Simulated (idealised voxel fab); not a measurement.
The following process module bears the name voxel trench capacitor.
For reference, the cross-section in this document is cut, with width 245 nm and square cells of 5 nm.
Each cross-section below is a grid of square cells, stated as bands in top-down order, with one or more rows of cells making up each band. Basically the band line says how high the top is and how high the bottom is, in nm, and then what's in it from left to right, every material with its width in nm. Empty space shows up as "empty", and if a single material carries "full width" it runs the full band edge to edge. Where do heights start? At 0: under that level the wafer as delivered is made of one material only. And the lowest band has no floor; it just carries on downward, as in "z 0 and below". A width given as "30..40" starts at the first number in the band's top row and ends at the second number in its bottom row, shifting by an equal amount at every step from row to row. Basically "no alteration" means that step didn't change any cell in the cross-section. The label "Trapped cavities" introduces a list of the empty spaces, 8 cells or larger, that have no open way up to the top; each entry in it reads width x height at distance, where the distance is taken from the left edge and all three are stated in nm. If you see something after the settings on a step's line, that's the simulator's own remark about that step. "overlay nm" denotes, for a step that has a mask, the displacement of the mask to the right of its planned place, with negative values corresponding to the left.

## Steps in the process plan
1 RECEIVE, material Si
2 CONFORMAL_DEP, material SiN, thk nm 5
3 PATTERN, tone open, mask id TRENCH, material resist, width nm 15, pitch nm 50, thk nm 15, overlay nm 0
4 DIRECTIONAL_ETCH, etch materials SiN, depth nm 5
5 DIRECTIONAL_ETCH, etch materials Si, depth nm 40
6 STRIP, etch materials resist
7 CONFORMAL_DEP, material Al2O3, thk nm 5
8 CONFORMAL_DEP, material TiN, thk nm 5
9 FILL_DEP, material W, thk nm 10
10 CMP, height nm 5
Wafer-to-wafer difference: width nm, step 3. Common start. Plan = first wafer's value.

## Here's the first of the wafers in cross-section, just as we got it, i.e. after step 1
> z 0 and below = Si full width
> Trapped cavities: none

## Where each wafer stands at the end of the module, a row apiece: cells of each material gained (+) or lost (-) since it was received, then closed voids
width nm 15; +38 Al2O3; -48 Si; +43 SiN; +16 TiN; Trapped cavities: none
width nm 20; +40 Al2O3; -64 Si; +41 SiN; +32 TiN; Trapped cavities: none
width nm 25; +42 Al2O3; -80 Si; +39 SiN; +34 TiN; +14 W; Trapped cavities: none
width nm 30; +44 Al2O3; -96 Si; +37 SiN; +36 TiN; +28 W; Trapped cavities: none
width nm 35; +46 Al2O3; -112 Si; +35 SiN; +38 TiN; +42 W; Trapped cavities: none
